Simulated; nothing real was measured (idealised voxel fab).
process module | voxel transistor to metal
cross-section cut | 150 nm wide | cells 5 nm
A cross-section is a grid of square cells, given in bands from the top down. A band is one or more rows of cells.
Each band's line starts with the height of the band's top and of its bottom, in nm. Then come its materials from left to right, each with its width in nm. One material with "throughout" fills the band from edge to edge. "air" is empty space.
Height 0 is the level under which the wafer as received is all one material. The lowest band goes on downwards, as in "0 down".
A width such as "30 to 40" changes by the same amount from each row of cells to the next, from the band's top row to its bottom row.
"no change" after a step means that no cell of the cross-section changed.
closed voids: empty space of 8 cells or more with no open way to the top, each as width x height at its distance from the left edge, in nm
after a step's settings: what the simulator itself notes on the step
overlay nm, on a step with a mask: how far to the right of its planned place the mask lay; to the left if negative
plan
1 op RECEIVE | material Si
2 op OXIDIZE | depth nm 5
3 op CONFORMAL_DEP | material SiN | thk nm 15
4 op DIRECTIONAL_DEP | material aC | thk nm 15
5 op PATTERN | tone cover | mask id ACTIVE | material resist | width nm 110 | thk nm 30 | overlay nm 0
6 op DIRECTIONAL_ETCH | etch materials aC | depth nm 15
7 op STRIP | etch materials resist
8 op DIRECTIONAL_ETCH | etch materials SiN | depth nm 15
9 op DIRECTIONAL_ETCH | etch materials SiO2 | depth nm 5
10 op DIRECTIONAL_ETCH | etch materials Si | depth nm 20
11 op STRIP | etch materials aC
12 op OXIDIZE | depth nm 5
13 op FILL_DEP | material SiO2 | thk nm 10
14 op CMP | height nm 15
15 op SELECTIVE_ETCH | etch materials SiO2 | depth nm 5
16 op STRIP | etch materials SiN
17 op SELECTIVE_ETCH | etch materials SiO2 | depth nm 5
18 op OXIDIZE | depth nm 5
19 op DIRECTIONAL_DEP | material polySi | thk nm 20
20 op DIRECTIONAL_DEP | material SiCN | thk nm 10
21 op DIRECTIONAL_DEP | material aC | thk nm 15
22 op PATTERN | tone cover | mask id GATE | material resist | width nm 30 | thk nm 35 | overlay nm 0
23 op DIRECTIONAL_ETCH | etch materials aC | depth nm 15
24 op STRIP | etch materials resist
25 op DIRECTIONAL_ETCH | etch materials SiCN | depth nm 20
26 op DIRECTIONAL_ETCH | etch materials polySi | depth nm 30
27 op STRIP | etch materials aC
28 op CONFORMAL_DEP | material SiO2 | thk nm 5
29 op DIRECTIONAL_ETCH | etch materials SiO2 | depth nm 5
30 op CONFORMAL_DEP | material SiN | thk nm 5
31 op DIRECTIONAL_ETCH | etch materials SiN | depth nm 5
32 op DIRECTIONAL_ETCH | etch materials SiO2 | depth nm 5
33 op DIRECTIONAL_ETCH | etch materials Si | depth nm 15
34 op EPI | material SiGe | thk nm 15
35 op FILL_DEP | material SiO2 | thk nm 5
36 op CMP | height nm 15
37 op STRIP | etch materials polySi
38 op SELECTIVE_ETCH | etch materials SiO2 | depth nm 5
39 op CONFORMAL_DEP | material HfO2 | thk nm 5
40 op CONFORMAL_DEP | material TiN | thk nm 5
41 op FILL_DEP | material W | thk nm 5
42 op CMP | height nm 10
43 op DIRECTIONAL_DEP | material SiO2 | thk nm 15
44 op PATTERN | tone open | mask id CONTACT | material resist | width nm 15 | pitch nm 85 | thk nm 20 | overlay nm 0
45 op DIRECTIONAL_ETCH | etch materials SiO2 | depth nm 35
46 op STRIP | etch materials resist
47 op CONFORMAL_DEP | material TiN | thk nm 5
48 op FILL_DEP | material W | thk nm 10
49 op CMP | height nm 25
50 op CONFORMAL_DEP | material SiN | thk nm 5
51 op DIRECTIONAL_DEP | material SiO2 | thk nm 25
52 op PATTERN | tone open | mask id METAL_1 | material resist | width nm 15 | pitch nm 85 | thk nm 15 | overlay nm 0
53 op DIRECTIONAL_ETCH | etch materials SiO2 | depth nm 25
54 op DIRECTIONAL_ETCH | etch materials SiN | depth nm 5
55 op STRIP | etch materials resist
56 op CONFORMAL_DEP | material TiN | thk nm 5
57 op FILL_DEP | material Cu | thk nm 10
58 op CMP | height nm 55
59 op EPI | material Ru | thk nm 5
60 op FILL_DEP | material SiCN | thk nm 5
61 op DIRECTIONAL_DEP | material lowk | thk nm 35
62 op DIRECTIONAL_DEP | material aC | thk nm 10
63 op PATTERN | tone open | mask id METAL_2 | material resist | width nm 15 | pitch nm 85 | thk nm 25 | overlay nm 0
64 op DIRECTIONAL_ETCH | etch materials aC | depth nm 10
65 op STRIP | etch materials resist
66 op DIRECTIONAL_ETCH | etch materials lowk | depth nm 20
67 op STRIP | etch materials aC
68 op DIRECTIONAL_DEP | material aC | thk nm 15
69 op PATTERN | tone open | mask id METAL_2_HOLES | material resist | width nm 15 | pitch nm 85 | thk nm 35 | overlay nm 0
70 op DIRECTIONAL_ETCH | etch materials aC | depth nm 15
71 op STRIP | etch materials resist
72 op DIRECTIONAL_ETCH | etch materials lowk | depth nm 15
73 op DIRECTIONAL_ETCH | etch materials SiCN | depth nm 5
74 op STRIP | etch materials aC
75 op CONFORMAL_DEP | material TiN | thk nm 5
76 op FILL_DEP | material Cu | thk nm 5
77 op CMP | height nm 100
78 op CONFORMAL_DEP | material SiCN | thk nm 5
first wafer, as planned
as received, after step 1
  0 down: Si throughout
  closed voids: none
after step 2
  0 to -5: SiO2 throughout
  below -5: unchanged
after step 3
  15 to 0: SiN throughout
  below 0: unchanged
after step 4
  30 to 15: aC throughout
  below 15: unchanged
after step 5
  60 to 30: air 20 | resist 110 | air 20
  below 30: unchanged
after step 6
  45 to 30: air 20 | resist 110 | air 20
  30 to 15: air 20 | aC 110 | air 20
  below 15: unchanged
after step 7
  30 to 15: air 20 | aC 110 | air 20
  below 15: unchanged
after step 8
  30 to 15: air 20 | aC 110 | air 20
  15 to 0: air 20 | SiN 110 | air 20
  below 0: unchanged
after step 9
  30 to 15: air 20 | aC 110 | air 20
  15 to 0: air 20 | SiN 110 | air 20
  0 to -5: air 20 | SiO2 110 | air 20
  below -5: unchanged
after step 10
  30 to 15: air 20 | aC 110 | air 20
  15 to 0: air 20 | SiN 110 | air 20
  0 to -5: air 20 | SiO2 110 | air 20
  -5 to -25: air 20 | Si 110 | air 20
  below -25: unchanged
after step 11
  15 to 0: air 20 | SiN 110 | air 20
  below 0: unchanged
after step 12
  15 to 0: air 20 | SiN 110 | air 20
  0 to -5: air 20 | SiO2 110 | air 20
  -5 to -25: air 20 | SiO2 5 | Si 100 | SiO2 5 | air 20
  -25 to -30: SiO2 25 | Si 100 | SiO2 25
  below -30: unchanged
after step 13
  25 to 15: SiO2 throughout
  15 to 0: SiO2 20 | SiN 110 | SiO2 20
  0 to -5: SiO2 throughout
  -5 to -30: SiO2 25 | Si 100 | SiO2 25
  below -30: unchanged
after step 14
  15 to 0: SiO2 20 | SiN 110 | SiO2 20
  below 0: unchanged
after step 15
  15 to 10: air 20 | SiN 110 | air 20
  below 10: unchanged
after step 16
  10 to 0: SiO2 20 | air 110 | SiO2 20
  below 0: unchanged
after step 17
  5 to -5: SiO2 15 | air 120 | SiO2 15
  below -5: unchanged
after step 18
  5 to -5: SiO2 15 | air 120 | SiO2 15
  -5 to -10: SiO2 throughout
  below -10: unchanged
after step 19
  25 to 15: polySi 15 | air 120 | polySi 15
  15 to 5: polySi throughout
  5 to -5: SiO2 15 | polySi 120 | SiO2 15
  below -5: unchanged
after step 20
  35 to 25: SiCN 15 | air 120 | SiCN 15
  25 to 15: polySi 15 | SiCN 120 | polySi 15
  below 15: unchanged
after step 21
  50 to 40: aC 15 | air 120 | aC 15
  40 to 35: aC throughout
  35 to 25: SiCN 15 | aC 120 | SiCN 15
  below 25: unchanged
after step 22
  85 to 50: air 60 | resist 30 | air 60
  50 to 40: aC 15 | air 45 | resist 30 | air 45 | aC 15
  below 40: unchanged
after step 23
  70 to 40: air 60 | resist 30 | air 60
  40 to 35: air 60 | aC 30 | air 60
  35 to 25: SiCN 15 | air 45 | aC 30 | air 45 | SiCN 15
  below 25: unchanged
after step 24
  40 to 35: air 60 | aC 30 | air 60
  below 35: unchanged
after step 25
  40 to 25: air 60 | aC 30 | air 60
  25 to 15: polySi 15 | air 45 | SiCN 30 | air 45 | polySi 15
  below 15: unchanged
after step 26
  40 to 25: air 60 | aC 30 | air 60
  25 to 15: air 60 | SiCN 30 | air 60
  15 to 5: air 60 | polySi 30 | air 60
  5 to -5: SiO2 15 | air 45 | polySi 30 | air 45 | SiO2 15
  below -5: unchanged
after step 27
  25 to 15: air 60 | SiCN 30 | air 60
  below 15: unchanged
after step 28
  30 to 25: air 55 | SiO2 40 | air 55
  25 to 15: air 55 | SiO2 5 | SiCN 30 | SiO2 5 | air 55
  15 to 10: air 55 | SiO2 5 | polySi 30 | SiO2 5 | air 55
  10 to 0: SiO2 20 | air 35 | SiO2 5 | polySi 30 | SiO2 5 | air 35 | SiO2 20
  0 to -5: SiO2 60 | polySi 30 | SiO2 60
  below -5: unchanged
after step 29
  25 to 15: air 55 | SiO2 5 | SiCN 30 | SiO2 5 | air 55
  15 to 5: air 55 | SiO2 5 | polySi 30 | SiO2 5 | air 55
  5 to -5: SiO2 20 | air 35 | SiO2 5 | polySi 30 | SiO2 5 | air 35 | SiO2 20
  below -5: unchanged
after step 30
  30 to 25: air 50 | SiN 50 | air 50
  25 to 15: air 50 | SiN 5 | SiO2 5 | SiCN 30 | SiO2 5 | SiN 5 | air 50
  15 to 10: air 50 | SiN 5 | SiO2 5 | polySi 30 | SiO2 5 | SiN 5 | air 50
  10 to 5: SiN 25 | air 25 | SiN 5 | SiO2 5 | polySi 30 | SiO2 5 | SiN 5 | air 25 | SiN 25
  5 to 0: SiO2 20 | SiN 5 | air 25 | SiN 5 | SiO2 5 | polySi 30 | SiO2 5 | SiN 5 | air 25 | SiN 5 | SiO2 20
  0 to -5: SiO2 20 | SiN 35 | SiO2 5 | polySi 30 | SiO2 5 | SiN 35 | SiO2 20
  below -5: unchanged
after step 31
  25 to 15: air 50 | SiN 5 | SiO2 5 | SiCN 30 | SiO2 5 | SiN 5 | air 50
  15 to 5: air 50 | SiN 5 | SiO2 5 | polySi 30 | SiO2 5 | SiN 5 | air 50
  5 to -5: SiO2 20 | SiN 5 | air 25 | SiN 5 | SiO2 5 | polySi 30 | SiO2 5 | SiN 5 | air 25 | SiN 5 | SiO2 20
  below -5: unchanged
after step 32
  25 to 20: air 50 | SiN 5 | air 5 | SiCN 30 | air 5 | SiN 5 | air 50
  20 to 15: air 50 | SiN 5 | SiO2 5 | SiCN 30 | SiO2 5 | SiN 5 | air 50
  15 to 5: air 50 | SiN 5 | SiO2 5 | polySi 30 | SiO2 5 | SiN 5 | air 50
  5 to 0: air 20 | SiN 5 | air 25 | SiN 5 | SiO2 5 | polySi 30 | SiO2 5 | SiN 5 | air 25 | SiN 5 | air 20
  0 to -5: SiO2 20 | SiN 5 | air 25 | SiN 5 | SiO2 5 | polySi 30 | SiO2 5 | SiN 5 | air 25 | SiN 5 | SiO2 20
  -5 to -10: SiO2 25 | air 25 | SiO2 50 | air 25 | SiO2 25
  below -10: unchanged
after step 33
  25 to 20: air 50 | SiN 5 | air 5 | SiCN 30 | air 5 | SiN 5 | air 50
  20 to 15: air 50 | SiN 5 | SiO2 5 | SiCN 30 | SiO2 5 | SiN 5 | air 50
  15 to 5: air 50 | SiN 5 | SiO2 5 | polySi 30 | SiO2 5 | SiN 5 | air 50
  5 to 0: air 20 | SiN 5 | air 25 | SiN 5 | SiO2 5 | polySi 30 | SiO2 5 | SiN 5 | air 25 | SiN 5 | air 20
  0 to -5: SiO2 20 | SiN 5 | air 25 | SiN 5 | SiO2 5 | polySi 30 | SiO2 5 | SiN 5 | air 25 | SiN 5 | SiO2 20
  -5 to -10: SiO2 25 | air 25 | SiO2 50 | air 25 | SiO2 25
  -10 to -25: SiO2 25 | air 25 | Si 50 | air 25 | SiO2 25
  below -25: unchanged
after step 34
  25 to 20: air 50 | SiN 5 | air 5 | SiCN 30 | air 5 | SiN 5 | air 50
  20 to 15: air 50 | SiN 5 | SiO2 5 | SiCN 30 | SiO2 5 | SiN 5 | air 50
  15 to 5: air 50 | SiN 5 | SiO2 5 | polySi 30 | SiO2 5 | SiN 5 | air 50
  5 to 0: air 20 | SiN 5 | air 10 | SiGe 15 | SiN 5 | SiO2 5 | polySi 30 | SiO2 5 | SiN 5 | SiGe 15 | air 10 | SiN 5 | air 20
  0 to -5: SiO2 20 | SiN 5 | air 10 | SiGe 15 | SiN 5 | SiO2 5 | polySi 30 | SiO2 5 | SiN 5 | SiGe 15 | air 10 | SiN 5 | SiO2 20
  -5 to -10: SiO2 25 | air 10 | SiGe 15 | SiO2 50 | SiGe 15 | air 10 | SiO2 25
  -10 to -25: SiO2 25 | SiGe 25 | Si 50 | SiGe 25 | SiO2 25
  below -25: unchanged
after step 35
  30 to 25: SiO2 throughout
  25 to 15: SiO2 50 | SiN 5 | SiO2 5 | SiCN 30 | SiO2 5 | SiN 5 | SiO2 50
  15 to 5: SiO2 50 | SiN 5 | SiO2 5 | polySi 30 | SiO2 5 | SiN 5 | SiO2 50
  5 to -5: SiO2 20 | SiN 5 | SiO2 10 | SiGe 15 | SiN 5 | SiO2 5 | polySi 30 | SiO2 5 | SiN 5 | SiGe 15 | SiO2 10 | SiN 5 | SiO2 20
  -5 to -10: SiO2 35 | SiGe 15 | SiO2 50 | SiGe 15 | SiO2 35
  below -10: unchanged
after step 36
  15 to 5: SiO2 50 | SiN 5 | SiO2 5 | polySi 30 | SiO2 5 | SiN 5 | SiO2 50
  below 5: unchanged
after step 37
  15 to 5: SiO2 50 | SiN 5 | SiO2 5 | air 30 | SiO2 5 | SiN 5 | SiO2 50
  5 to -5: SiO2 20 | SiN 5 | SiO2 10 | SiGe 15 | SiN 5 | SiO2 5 | air 30 | SiO2 5 | SiN 5 | SiGe 15 | SiO2 10 | SiN 5 | SiO2 20
  below -5: unchanged
after step 38
  15 to 10: air 50 | SiN 5 | air 40 | SiN 5 | air 50
  10 to 5: SiO2 50 | SiN 5 | air 40 | SiN 5 | SiO2 50
  5 to -5: SiO2 20 | SiN 5 | SiO2 10 | SiGe 15 | SiN 5 | air 40 | SiN 5 | SiGe 15 | SiO2 10 | SiN 5 | SiO2 20
  -5 to -10: SiO2 35 | SiGe 15 | SiO2 5 | air 40 | SiO2 5 | SiGe 15 | SiO2 35
  below -10: unchanged
after step 39
  20 to 15: air 45 | HfO2 15 | air 30 | HfO2 15 | air 45
  15 to 10: HfO2 50 | SiN 5 | HfO2 5 | air 30 | HfO2 5 | SiN 5 | HfO2 50
  10 to 5: SiO2 50 | SiN 5 | HfO2 5 | air 30 | HfO2 5 | SiN 5 | SiO2 50
  5 to -5: SiO2 20 | SiN 5 | SiO2 10 | SiGe 15 | SiN 5 | HfO2 5 | air 30 | HfO2 5 | SiN 5 | SiGe 15 | SiO2 10 | SiN 5 | SiO2 20
  -5 to -10: SiO2 35 | SiGe 15 | SiO2 5 | HfO2 40 | SiO2 5 | SiGe 15 | SiO2 35
  below -10: unchanged
after step 40
  25 to 20: air 40 | TiN 25 | air 20 | TiN 25 | air 40
  20 to 15: TiN 45 | HfO2 15 | TiN 5 | air 20 | TiN 5 | HfO2 15 | TiN 45
  15 to 10: HfO2 50 | SiN 5 | HfO2 5 | TiN 5 | air 20 | TiN 5 | HfO2 5 | SiN 5 | HfO2 50
  10 to 5: SiO2 50 | SiN 5 | HfO2 5 | TiN 5 | air 20 | TiN 5 | HfO2 5 | SiN 5 | SiO2 50
  5 to 0: SiO2 20 | SiN 5 | SiO2 10 | SiGe 15 | SiN 5 | HfO2 5 | TiN 5 | air 20 | TiN 5 | HfO2 5 | SiN 5 | SiGe 15 | SiO2 10 | SiN 5 | SiO2 20
  0 to -5: SiO2 20 | SiN 5 | SiO2 10 | SiGe 15 | SiN 5 | HfO2 5 | TiN 30 | HfO2 5 | SiN 5 | SiGe 15 | SiO2 10 | SiN 5 | SiO2 20
  below -5: unchanged
after step 41
  30 to 25: W throughout
  25 to 20: W 40 | TiN 25 | W 20 | TiN 25 | W 40
  20 to 15: TiN 45 | HfO2 15 | TiN 5 | W 20 | TiN 5 | HfO2 15 | TiN 45
  15 to 10: HfO2 50 | SiN 5 | HfO2 5 | TiN 5 | W 20 | TiN 5 | HfO2 5 | SiN 5 | HfO2 50
  10 to 5: SiO2 50 | SiN 5 | HfO2 5 | TiN 5 | W 20 | TiN 5 | HfO2 5 | SiN 5 | SiO2 50
  5 to 0: SiO2 20 | SiN 5 | SiO2 10 | SiGe 15 | SiN 5 | HfO2 5 | TiN 5 | W 20 | TiN 5 | HfO2 5 | SiN 5 | SiGe 15 | SiO2 10 | SiN 5 | SiO2 20
  below 0: unchanged
after step 42
  10 to 5: SiO2 50 | SiN 5 | HfO2 5 | TiN 5 | W 20 | TiN 5 | HfO2 5 | SiN 5 | SiO2 50
  below 5: unchanged
after step 43
  25 to 10: SiO2 throughout
  below 10: unchanged
after step 44
  45 to 25: resist 25 | air 15 | resist 70 | air 15 | resist 25
  below 25: unchanged
after step 45
  45 to 25: resist 25 | air 15 | resist 70 | air 15 | resist 25
  25 to 10: SiO2 25 | air 15 | SiO2 70 | air 15 | SiO2 25
  10 to 5: SiO2 25 | air 15 | SiO2 10 | SiN 5 | HfO2 5 | TiN 5 | W 20 | TiN 5 | HfO2 5 | SiN 5 | SiO2 10 | air 15 | SiO2 25
  5 to 0: SiO2 20 | SiN 5 | air 10 | SiGe 15 | SiN 5 | HfO2 5 | TiN 5 | W 20 | TiN 5 | HfO2 5 | SiN 5 | SiGe 15 | air 10 | SiN 5 | SiO2 20
  0 to -5: SiO2 20 | SiN 5 | air 10 | SiGe 15 | SiN 5 | HfO2 5 | TiN 30 | HfO2 5 | SiN 5 | SiGe 15 | air 10 | SiN 5 | SiO2 20
  -5 to -10: SiO2 25 | air 10 | SiGe 15 | SiO2 5 | HfO2 40 | SiO2 5 | SiGe 15 | air 10 | SiO2 25
  below -10: unchanged
after step 46
  25 to 10: SiO2 25 | air 15 | SiO2 70 | air 15 | SiO2 25
  below 10: unchanged
after step 47
  30 to 25: TiN 30 | air 5 | TiN 80 | air 5 | TiN 30
  25 to 10: SiO2 25 | TiN 5 | air 5 | TiN 5 | SiO2 70 | TiN 5 | air 5 | TiN 5 | SiO2 25
  10 to 5: SiO2 25 | TiN 15 | SiO2 10 | SiN 5 | HfO2 5 | TiN 5 | W 20 | TiN 5 | HfO2 5 | SiN 5 | SiO2 10 | TiN 15 | SiO2 25
  5 to 0: SiO2 20 | SiN 5 | TiN 10 | SiGe 15 | SiN 5 | HfO2 5 | TiN 5 | W 20 | TiN 5 | HfO2 5 | SiN 5 | SiGe 15 | TiN 10 | SiN 5 | SiO2 20
  0 to -5: SiO2 20 | SiN 5 | TiN 10 | SiGe 15 | SiN 5 | HfO2 5 | TiN 30 | HfO2 5 | SiN 5 | SiGe 15 | TiN 10 | SiN 5 | SiO2 20
  -5 to -10: SiO2 25 | TiN 10 | SiGe 15 | SiO2 5 | HfO2 40 | SiO2 5 | SiGe 15 | TiN 10 | SiO2 25
  below -10: unchanged
after step 48
  40 to 30: W throughout
  30 to 25: TiN 30 | W 5 | TiN 80 | W 5 | TiN 30
  25 to 10: SiO2 25 | TiN 5 | W 5 | TiN 5 | SiO2 70 | TiN 5 | W 5 | TiN 5 | SiO2 25
  below 10: unchanged
after step 49
  25 to 10: SiO2 25 | TiN 5 | W 5 | TiN 5 | SiO2 70 | TiN 5 | W 5 | TiN 5 | SiO2 25
  below 10: unchanged
after step 50
  30 to 25: SiN throughout
  below 25: unchanged
after step 51
  55 to 30: SiO2 throughout
  below 30: unchanged
after step 52
  70 to 55: resist 25 | air 15 | resist 70 | air 15 | resist 25
  below 55: unchanged
after step 53
  70 to 55: resist 25 | air 15 | resist 70 | air 15 | resist 25
  55 to 30: SiO2 25 | air 15 | SiO2 70 | air 15 | SiO2 25
  below 30: unchanged
after step 54
  70 to 55: resist 25 | air 15 | resist 70 | air 15 | resist 25
  55 to 30: SiO2 25 | air 15 | SiO2 70 | air 15 | SiO2 25
  30 to 25: SiN 25 | air 15 | SiN 70 | air 15 | SiN 25
  below 25: unchanged
after step 55
  55 to 30: SiO2 25 | air 15 | SiO2 70 | air 15 | SiO2 25
  below 30: unchanged
after step 56
  60 to 55: TiN 30 | air 5 | TiN 80 | air 5 | TiN 30
  55 to 30: SiO2 25 | TiN 5 | air 5 | TiN 5 | SiO2 70 | TiN 5 | air 5 | TiN 5 | SiO2 25
  30 to 25: SiN 25 | TiN 15 | SiN 70 | TiN 15 | SiN 25
  below 25: unchanged
after step 57
  70 to 60: Cu throughout
  60 to 55: TiN 30 | Cu 5 | TiN 80 | Cu 5 | TiN 30
  55 to 30: SiO2 25 | TiN 5 | Cu 5 | TiN 5 | SiO2 70 | TiN 5 | Cu 5 | TiN 5 | SiO2 25
  below 30: unchanged
after step 58
  55 to 30: SiO2 25 | TiN 5 | Cu 5 | TiN 5 | SiO2 70 | TiN 5 | Cu 5 | TiN 5 | SiO2 25
  below 30: unchanged
after step 59
  60 to 55: air 20 | Ru 25 | air 60 | Ru 25 | air 20
  below 55: unchanged
after step 60
  65 to 60: SiCN throughout
  60 to 55: SiCN 20 | Ru 25 | SiCN 60 | Ru 25 | SiCN 20
  below 55: unchanged
after step 61
  100 to 65: lowk throughout
  below 65: unchanged
after step 62
  110 to 100: aC throughout
  below 100: unchanged
after step 63
  135 to 110: resist 25 | air 15 | resist 70 | air 15 | resist 25
  below 110: unchanged
after step 64
  125 to 110: resist 25 | air 15 | resist 70 | air 15 | resist 25
  110 to 100: aC 25 | air 15 | aC 70 | air 15 | aC 25
  below 100: unchanged
after step 65
  110 to 100: aC 25 | air 15 | aC 70 | air 15 | aC 25
  below 100: unchanged
after step 66
  110 to 100: aC 25 | air 15 | aC 70 | air 15 | aC 25
  100 to 80: lowk 25 | air 15 | lowk 70 | air 15 | lowk 25
  below 80: unchanged
after step 67
  100 to 80: lowk 25 | air 15 | lowk 70 | air 15 | lowk 25
  below 80: unchanged
after step 68
  115 to 100: aC 25 | air 15 | aC 70 | air 15 | aC 25
  100 to 95: lowk 25 | air 15 | lowk 70 | air 15 | lowk 25
  95 to 80: lowk 25 | aC 15 | lowk 70 | aC 15 | lowk 25
  below 80: unchanged
after step 69
  150 to 115: resist 25 | air 15 | resist 70 | air 15 | resist 25
  below 115: unchanged
after step 70
  135 to 115: resist 25 | air 15 | resist 70 | air 15 | resist 25
  115 to 100: aC 25 | air 15 | aC 70 | air 15 | aC 25
  100 to 80: lowk 25 | air 15 | lowk 70 | air 15 | lowk 25
  below 80: unchanged
after step 71
  115 to 100: aC 25 | air 15 | aC 70 | air 15 | aC 25
  below 100: unchanged
after step 72
  115 to 100: aC 25 | air 15 | aC 70 | air 15 | aC 25
  100 to 65: lowk 25 | air 15 | lowk 70 | air 15 | lowk 25
  below 65: unchanged
after step 73
  115 to 100: aC 25 | air 15 | aC 70 | air 15 | aC 25
  100 to 65: lowk 25 | air 15 | lowk 70 | air 15 | lowk 25
  65 to 60: SiCN 25 | air 15 | SiCN 70 | air 15 | SiCN 25
  below 60: unchanged
after step 74
  100 to 65: lowk 25 | air 15 | lowk 70 | air 15 | lowk 25
  below 65: unchanged
after step 75
  105 to 100: TiN 30 | air 5 | TiN 80 | air 5 | TiN 30
  100 to 65: lowk 25 | TiN 5 | air 5 | TiN 5 | lowk 70 | TiN 5 | air 5 | TiN 5 | lowk 25
  65 to 60: SiCN 25 | TiN 15 | SiCN 70 | TiN 15 | SiCN 25
  below 60: unchanged
after step 76
  110 to 105: Cu throughout
  105 to 100: TiN 30 | Cu 5 | TiN 80 | Cu 5 | TiN 30
  100 to 65: lowk 25 | TiN 5 | Cu 5 | TiN 5 | lowk 70 | TiN 5 | Cu 5 | TiN 5 | lowk 25
  below 65: unchanged
after step 77
  100 to 65: lowk 25 | TiN 5 | Cu 5 | TiN 5 | lowk 70 | TiN 5 | Cu 5 | TiN 5 | lowk 25
  below 65: unchanged
after step 78
  105 to 100: SiCN throughout
  below 100: unchanged
second wafer: like start, like plan, one mistake. Through step 41 it matches the first wafer
when step 42 should have ended
  20 to 15: TiN 45 | HfO2 15 | TiN 5 | W 20 | TiN 5 | HfO2 15 | TiN 45
  below 15: unchanged
when step 43 should have ended
  35 to 20: SiO2 throughout
  below 20: unchanged
when step 44 should have ended
  55 to 35: resist 25 | air 15 | resist 70 | air 15 | resist 25
  below 35: unchanged
when step 45 should have ended
  55 to 35: resist 25 | air 15 | resist 70 | air 15 | resist 25
  35 to 20: SiO2 25 | air 15 | SiO2 70 | air 15 | SiO2 25
  below 20: unchanged
when step 46 should have ended
  35 to 20: SiO2 25 | air 15 | SiO2 70 | air 15 | SiO2 25
  below 20: unchanged
when step 47 should have ended
  40 to 35: TiN 30 | air 5 | TiN 80 | air 5 | TiN 30
  35 to 25: SiO2 25 | TiN 5 | air 5 | TiN 5 | SiO2 70 | TiN 5 | air 5 | TiN 5 | SiO2 25
  25 to 20: SiO2 25 | TiN 15 | SiO2 70 | TiN 15 | SiO2 25
  below 20: unchanged
when step 48 should have ended
  50 to 40: W throughout
  40 to 35: TiN 30 | W 5 | TiN 80 | W 5 | TiN 30
  35 to 25: SiO2 25 | TiN 5 | W 5 | TiN 5 | SiO2 70 | TiN 5 | W 5 | TiN 5 | SiO2 25
  below 25: unchanged
when step 49 should have ended
  25 to 20: SiO2 25 | TiN 15 | SiO2 70 | TiN 15 | SiO2 25
  below 20: unchanged
when step 50 should have ended
  30 to 25: SiN throughout
  below 25: unchanged
when step 51 should have ended
  55 to 30: SiO2 throughout
  below 30: unchanged
when step 52 should have ended
  70 to 55: resist 25 | air 15 | resist 70 | air 15 | resist 25
  below 55: unchanged
when step 53 should have ended
  70 to 55: resist 25 | air 15 | resist 70 | air 15 | resist 25
  55 to 30: SiO2 25 | air 15 | SiO2 70 | air 15 | SiO2 25
  below 30: unchanged
when step 54 should have ended
  70 to 55: resist 25 | air 15 | resist 70 | air 15 | resist 25
  55 to 30: SiO2 25 | air 15 | SiO2 70 | air 15 | SiO2 25
  30 to 25: SiN 25 | air 15 | SiN 70 | air 15 | SiN 25
  below 25: unchanged
when step 55 should have ended
  55 to 30: SiO2 25 | air 15 | SiO2 70 | air 15 | SiO2 25
  below 30: unchanged
when step 56 should have ended
  60 to 55: TiN 30 | air 5 | TiN 80 | air 5 | TiN 30
  55 to 30: SiO2 25 | TiN 5 | air 5 | TiN 5 | SiO2 70 | TiN 5 | air 5 | TiN 5 | SiO2 25
  30 to 25: SiN 25 | TiN 15 | SiN 70 | TiN 15 | SiN 25
  below 25: unchanged
when step 57 should have ended
  70 to 60: Cu throughout
  60 to 55: TiN 30 | Cu 5 | TiN 80 | Cu 5 | TiN 30
  55 to 30: SiO2 25 | TiN 5 | Cu 5 | TiN 5 | SiO2 70 | TiN 5 | Cu 5 | TiN 5 | SiO2 25
  below 30: unchanged
when step 58 should have ended
  55 to 30: SiO2 25 | TiN 5 | Cu 5 | TiN 5 | SiO2 70 | TiN 5 | Cu 5 | TiN 5 | SiO2 25
  below 30: unchanged
when step 59 should have ended
  60 to 55: air 20 | Ru 25 | air 60 | Ru 25 | air 20
  below 55: unchanged
when step 60 should have ended
  65 to 60: SiCN throughout
  60 to 55: SiCN 20 | Ru 25 | SiCN 60 | Ru 25 | SiCN 20
  below 55: unchanged
when step 61 should have ended
  100 to 65: lowk throughout
  below 65: unchanged
when step 62 should have ended
  110 to 100: aC throughout
  below 100: unchanged
when step 63 should have ended
  135 to 110: resist 25 | air 15 | resist 70 | air 15 | resist 25
  below 110: unchanged
when step 64 should have ended
  125 to 110: resist 25 | air 15 | resist 70 | air 15 | resist 25
  110 to 100: aC 25 | air 15 | aC 70 | air 15 | aC 25
  below 100: unchanged
when step 65 should have ended
  110 to 100: aC 25 | air 15 | aC 70 | air 15 | aC 25
  below 100: unchanged
when step 66 should have ended
  110 to 100: aC 25 | air 15 | aC 70 | air 15 | aC 25
  100 to 80: lowk 25 | air 15 | lowk 70 | air 15 | lowk 25
  below 80: unchanged
when step 67 should have ended
  100 to 80: lowk 25 | air 15 | lowk 70 | air 15 | lowk 25
  below 80: unchanged
when step 68 should have ended
  115 to 100: aC 25 | air 15 | aC 70 | air 15 | aC 25
  100 to 95: lowk 25 | air 15 | lowk 70 | air 15 | lowk 25
  95 to 80: lowk 25 | aC 15 | lowk 70 | aC 15 | lowk 25
  below 80: unchanged
when step 69 should have ended
  150 to 115: resist 25 | air 15 | resist 70 | air 15 | resist 25
  below 115: unchanged
when step 70 should have ended
  135 to 115: resist 25 | air 15 | resist 70 | air 15 | resist 25
  115 to 100: aC 25 | air 15 | aC 70 | air 15 | aC 25
  100 to 80: lowk 25 | air 15 | lowk 70 | air 15 | lowk 25
  below 80: unchanged
when step 71 should have ended
  115 to 100: aC 25 | air 15 | aC 70 | air 15 | aC 25
  below 100: unchanged
when step 72 should have ended
  115 to 100: aC 25 | air 15 | aC 70 | air 15 | aC 25
  100 to 65: lowk 25 | air 15 | lowk 70 | air 15 | lowk 25
  below 65: unchanged
when step 73 should have ended
  115 to 100: aC 25 | air 15 | aC 70 | air 15 | aC 25
  100 to 65: lowk 25 | air 15 | lowk 70 | air 15 | lowk 25
  65 to 60: SiCN 25 | air 15 | SiCN 70 | air 15 | SiCN 25
  below 60: unchanged
when step 74 should have ended
  100 to 65: lowk 25 | air 15 | lowk 70 | air 15 | lowk 25
  below 65: unchanged
when step 75 should have ended
  105 to 100: TiN 30 | air 5 | TiN 80 | air 5 | TiN 30
  100 to 65: lowk 25 | TiN 5 | air 5 | TiN 5 | lowk 70 | TiN 5 | air 5 | TiN 5 | lowk 25
  65 to 60: SiCN 25 | TiN 15 | SiCN 70 | TiN 15 | SiCN 25
  below 60: unchanged
when step 76 should have ended
  110 to 105: Cu throughout
  105 to 100: TiN 30 | Cu 5 | TiN 80 | Cu 5 | TiN 30
  100 to 65: lowk 25 | TiN 5 | Cu 5 | TiN 5 | lowk 70 | TiN 5 | Cu 5 | TiN 5 | lowk 25
  below 65: unchanged
when step 77 should have ended
  100 to 65: lowk 25 | TiN 5 | Cu 5 | TiN 5 | lowk 70 | TiN 5 | Cu 5 | TiN 5 | lowk 25
  below 65: unchanged
when step 78 should have ended
  105 to 100: SiCN throughout
  below 100: unchanged
what went wrong: step 42 ran as: op CMP | height nm 20
at the end the second wafer has, in cells: 28 more of HfO2 | 2 more of SiN | 30 fewer of SiO2 | 2 fewer of TiN | 2 more of W
